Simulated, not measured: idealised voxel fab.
Process module name: voxel tone inversion
Each square cell in cross-section cut measures 5 nm, and the section as a whole is 220 nm wide.
Cross-section spec: square-cell grid; bands listed top down; each band is one or more rows. Basically the band line says how high the top is and how high the bottom is, in nm, and then what's in it from left to right, every material with its width in nm. Empty space shows up as "empty", and if a single material carries "throughout" it runs the full band edge to edge. Measure heights from 0. That's the level where, below it, the as-received wafer is all one material. The lowest band is bottomless and extends downward; write it as in "z 0 and below". Think of "30->40" as a width that walks from the first number to the second as you go down the band, top row to bottom row, taking equal-sized steps from row to row. Where the words "no modification" appear for a step, the cross-section shows no cell changed by that step; every cell remained as before. In "Enclosed cavities" the enclosed voids are listed, meaning empty spaces of 8 cells or larger without any opening to the top. The form is width x height at distance, distance from the left edge, units nm. Step line, after settings: the simulator's comment on this step. overlay nm: step with mask; distance mask lay right of planned place; negative value = left of planned place.

# Planned process steps
1: RECEIVE: material Si
2: CONFORMAL_DEP: material SiN, thk nm 5
3: DIRECTIONAL_DEP: material aC, thk nm 20
4: PATTERN: tone cover, mask id POSTS, material resist, width nm 20, pitch nm 40, thk nm 30, overlay nm -15
5: DIRECTIONAL_ETCH: etch materials aC, depth nm 20
6: STRIP: etch materials resist
7: FILL_DEP: material lowk, thk nm 5
8: CMP: height nm 25
9: STRIP: etch materials aC
10: CONFORMAL_DEP: material TiN, thk nm 5
11: FILL_DEP: material Cu, thk nm 10
12: CMP: height nm 25
13: CONFORMAL_DEP: material SiCN, thk nm 5
varied across the wafers: overlay nm of step 4. The plan shows the first wafer's value. All wafers start alike

# As-received cross-section, first of several wafers, post step 1
    z 0 and below = Si throughout
    Enclosed cavities: none

# Post step 13, the closing step of the module: first of several wafers, cross-sectioned
    z 30 to 25 = SiCN throughout
    z 25 to 10 = 65 nm lowk, then 5 nm TiN, then 10 nm Cu, then 5 nm TiN, then 20 nm lowk, then 5 nm TiN, then 10 nm Cu, then 5 nm TiN, then 95 nm lowk
    z 10 to 5 = 65 nm lowk, then 20 nm TiN, then 20 nm lowk, then 20 nm TiN, then 95 nm lowk
    z 5 to 0 = SiN throughout
    z 0 and below = Si throughout
    Enclosed cavities: none

# Of the several wafers, the last: cross-section at the end of the module
    z 30 to 25 = SiCN throughout
    z 25 to 10 = 95 nm lowk, then 5 nm TiN, then 10 nm Cu, then 5 nm TiN, then 20 nm lowk, then 5 nm TiN, then 10 nm Cu, then 5 nm TiN, then 65 nm lowk
    z 10 to 5 = 95 nm lowk, then 20 nm TiN, then 20 nm lowk, then 20 nm TiN, then 65 nm lowk
    z 5 to 0 = SiN throughout
    z 0 and below = Si throughout
    Enclosed cavities: none

# Gained (+) or lost (-) cells of each material since receipt, then closed voids: one row per wafer, at the end of the module
overlay nm -15 | +12 Cu | +44 SiCN | +44 SiN | +20 TiN | +144 lowk | Enclosed cavities: none
overlay nm -10 | +12 Cu | +44 SiCN | +44 SiN | +20 TiN | +144 lowk | Enclosed cavities: none
overlay nm -5 | +12 Cu | +44 SiCN | +44 SiN | +20 TiN | +144 lowk | Enclosed cavities: none
overlay nm 0 | +12 Cu | +44 SiCN | +44 SiN | +20 TiN | +144 lowk | Enclosed cavities: none
overlay nm 5 | +12 Cu | +44 SiCN | +44 SiN | +20 TiN | +144 lowk | Enclosed cavities: none
overlay nm 10 | +12 Cu | +44 SiCN | +44 SiN | +20 TiN | +144 lowk | Enclosed cavities: none
overlay nm 15 | +12 Cu | +44 SiCN | +44 SiN | +20 TiN | +144 lowk | Enclosed cavities: none
